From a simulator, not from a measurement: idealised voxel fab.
process module | voxel released beams
Each square cell in cross-section cut measures 5 nm, and the section as a whole is 275 nm wide.
Reading order for cross-sections: top band down to bottom band. Underlying form: a grid of square cells. Band size: one or more rows of cells.
This entry defines a band. It first specifies the height of the band's top and the height of its bottom in nm, and then specifies the band's materials from left to right, stating each material with its width in nm. The word "throughout" identifies a single material that fills the band from edge to edge, while the word "air" identifies empty space.
Basically, 0 is our baseline, since under it the wafer straight out of the box is all one material. The bottom band has no lower end and keeps on going down, so it looks like "top 0, no bottom".
Note: "30 to 40" means the width goes from the first number (top row of the band) to the second number (bottom row) in equal steps per row of cells.
No cell of the cross-section changed in a step that is given as "all unchanged".
Entry "Enclosed internal voids". Content: empty spaces with no open connection to the top, size 8 cells or greater. Each: width x height at distance. Distance: from left edge. Unit: nm.
after a step's settings: what the simulator itself notes on the step
What "overlay nm" on a step's line means: if the step has a mask, that mask lay this far to the right of its planned place, or, when the value is negative, to the left.

### Listed below are the process steps as planned
| 1 | RECEIVE: material Si |
| 2 | CONFORMAL_DEP: material SiN, thk nm 10 |
| 3 | DIRECTIONAL_DEP: material SiO2, thk nm 20 |
| 4 | DIRECTIONAL_DEP: material aC, thk nm 15 |
| 5 | PATTERN: tone open, mask id ANCHOR, material resist, width nm 30, thk nm 35, overlay nm 0 |
| 6 | DIRECTIONAL_ETCH: etch materials aC, depth nm 15 |
| 7 | STRIP: etch materials resist |
| 8 | DIRECTIONAL_ETCH: etch materials SiO2, depth nm 20 |
| 9 | STRIP: etch materials aC |
| 10 | CONFORMAL_DEP: material TiN, thk nm 10 |
| 11 | PATTERN: tone cover, mask id BEAM, material resist, width nm 75, thk nm 15, overlay nm 0 |
| 12 | DIRECTIONAL_ETCH: etch materials TiN, depth nm 10 |
| 13 | STRIP: etch materials resist |
| 14 | STRIP: etch materials SiO2 |

### Wafer, first of two, run as planned

### Cross-section of the wafer at receipt, which is the condition after step 1
> top 0, no bottom  Si throughout
> Enclosed internal voids: none

### After step 2: wafer cross-section
> top 10, bottom 0  SiN throughout
> At heights below 0, the structure remains unaltered.

### After step 3: wafer cross-section
> top 30, bottom 10  SiO2 throughout
> At heights below 10, the structure remains unaltered.

### After step 4: wafer cross-section
> top 45, bottom 30  aC throughout
> At heights below 30, the structure remains unaltered.

### After step 5: wafer cross-section
> top 80, bottom 45  resist=100 / air=30 / resist=145
> At heights below 45, the structure remains unaltered.

### After step 6: wafer cross-section
> top 65, bottom 45  resist=100 / air=30 / resist=145
> top 45, bottom 30  aC=100 / air=30 / aC=145
> At heights below 30, the structure remains unaltered.

### After step 7: wafer cross-section
> top 45, bottom 30  aC=100 / air=30 / aC=145
> At heights below 30, the structure remains unaltered.

### After step 8: wafer cross-section
> top 45, bottom 30  aC=100 / air=30 / aC=145
> top 30, bottom 10  SiO2=100 / air=30 / SiO2=145
> At heights below 10, the structure remains unaltered.

### After step 9: wafer cross-section
> top 30, bottom 10  SiO2=100 / air=30 / SiO2=145
> At heights below 10, the structure remains unaltered.

### After step 10: wafer cross-section
> top 40, bottom 30  TiN=110 / air=10 / TiN=155
> top 30, bottom 20  SiO2=100 / TiN=10 / air=10 / TiN=10 / SiO2=145
> top 20, bottom 10  SiO2=100 / TiN=30 / SiO2=145
> At heights below 10, the structure remains unaltered.

### After step 11: wafer cross-section
> top 55, bottom 40  air=95 / resist=75 / air=105
> top 40, bottom 30  TiN=110 / resist=10 / TiN=155
> top 30, bottom 20  SiO2=100 / TiN=10 / resist=10 / TiN=10 / SiO2=145
> At heights below 20, the structure remains unaltered.

### After step 12: wafer cross-section
> top 55, bottom 40  air=95 / resist=75 / air=105
> top 40, bottom 30  air=95 / TiN=15 / resist=10 / TiN=50 / air=105
> At heights below 30, the structure remains unaltered.

### After step 13: wafer cross-section
> top 40, bottom 30  air=95 / TiN=15 / air=10 / TiN=50 / air=105
> top 30, bottom 20  SiO2=100 / TiN=10 / air=10 / TiN=10 / SiO2=145
> At heights below 20, the structure remains unaltered.

### After step 14: wafer cross-section
> top 40, bottom 30  air=95 / TiN=15 / air=10 / TiN=50 / air=105
> top 30, bottom 20  air=100 / TiN=10 / air=10 / TiN=10 / air=145
> top 20, bottom 10  air=100 / TiN=30 / air=145
> At heights below 10, the structure remains unaltered.

### What follows concerns the second wafer, which started out like the first and was meant to follow the very same plan; one mistake crept in when it was run, but everything up to and including step 1 is the same as for the first wafer

Cross-section: second wafer, time at which step 2 was scheduled to end: all unchanged

### Cross-section: second wafer, time at which step 3 was scheduled to end
> top 20, bottom 0  SiO2 throughout
> At heights below 0, the structure remains unaltered.

### Cross-section: second wafer, time at which step 4 was scheduled to end
> top 35, bottom 20  aC throughout
> At heights below 20, the structure remains unaltered.

### Cross-section: second wafer, time at which step 5 was scheduled to end
> top 70, bottom 35  resist=100 / air=30 / resist=145
> At heights below 35, the structure remains unaltered.

### Cross-section: second wafer, time at which step 6 was scheduled to end
> top 55, bottom 35  resist=100 / air=30 / resist=145
> top 35, bottom 20  aC=100 / air=30 / aC=145
> At heights below 20, the structure remains unaltered.

### Cross-section: second wafer, time at which step 7 was scheduled to end
> top 35, bottom 20  aC=100 / air=30 / aC=145
> At heights below 20, the structure remains unaltered.

### Cross-section: second wafer, time at which step 8 was scheduled to end
> top 35, bottom 20  aC=100 / air=30 / aC=145
> top 20, bottom 0  SiO2=100 / air=30 / SiO2=145
> At heights below 0, the structure remains unaltered.

### Cross-section: second wafer, time at which step 9 was scheduled to end
> top 20, bottom 0  SiO2=100 / air=30 / SiO2=145
> At heights below 0, the structure remains unaltered.

### Cross-section: second wafer, time at which step 10 was scheduled to end
> top 30, bottom 20  TiN=110 / air=10 / TiN=155
> top 20, bottom 10  SiO2=100 / TiN=10 / air=10 / TiN=10 / SiO2=145
> top 10, bottom 0  SiO2=100 / TiN=30 / SiO2=145
> At heights below 0, the structure remains unaltered.

### Cross-section: second wafer, time at which step 11 was scheduled to end
> top 45, bottom 30  air=95 / resist=75 / air=105
> top 30, bottom 20  TiN=110 / resist=10 / TiN=155
> top 20, bottom 10  SiO2=100 / TiN=10 / resist=10 / TiN=10 / SiO2=145
> At heights below 10, the structure remains unaltered.

### Cross-section: second wafer, time at which step 12 was scheduled to end
> top 45, bottom 30  air=95 / resist=75 / air=105
> top 30, bottom 20  air=95 / TiN=15 / resist=10 / TiN=50 / air=105
> At heights below 20, the structure remains unaltered.

### Cross-section: second wafer, time at which step 13 was scheduled to end
> top 30, bottom 20  air=95 / TiN=15 / air=10 / TiN=50 / air=105
> top 20, bottom 10  SiO2=100 / TiN=10 / air=10 / TiN=10 / SiO2=145
> At heights below 10, the structure remains unaltered.

### Cross-section: second wafer, time at which step 14 was scheduled to end
> top 30, bottom 20  air=95 / TiN=15 / air=10 / TiN=50 / air=105
> top 20, bottom 10  air=100 / TiN=10 / air=10 / TiN=10 / air=145
> top 10, bottom 0  air=100 / TiN=30 / air=145
> At heights below 0, the structure remains unaltered.
It is concluded that the wafer was processed incorrectly with respect to the plan, in that step 2 of the plan got skipped, so it never ran
The second wafer ends with more or fewer cells of some materials than the first, per final count: SiN -110
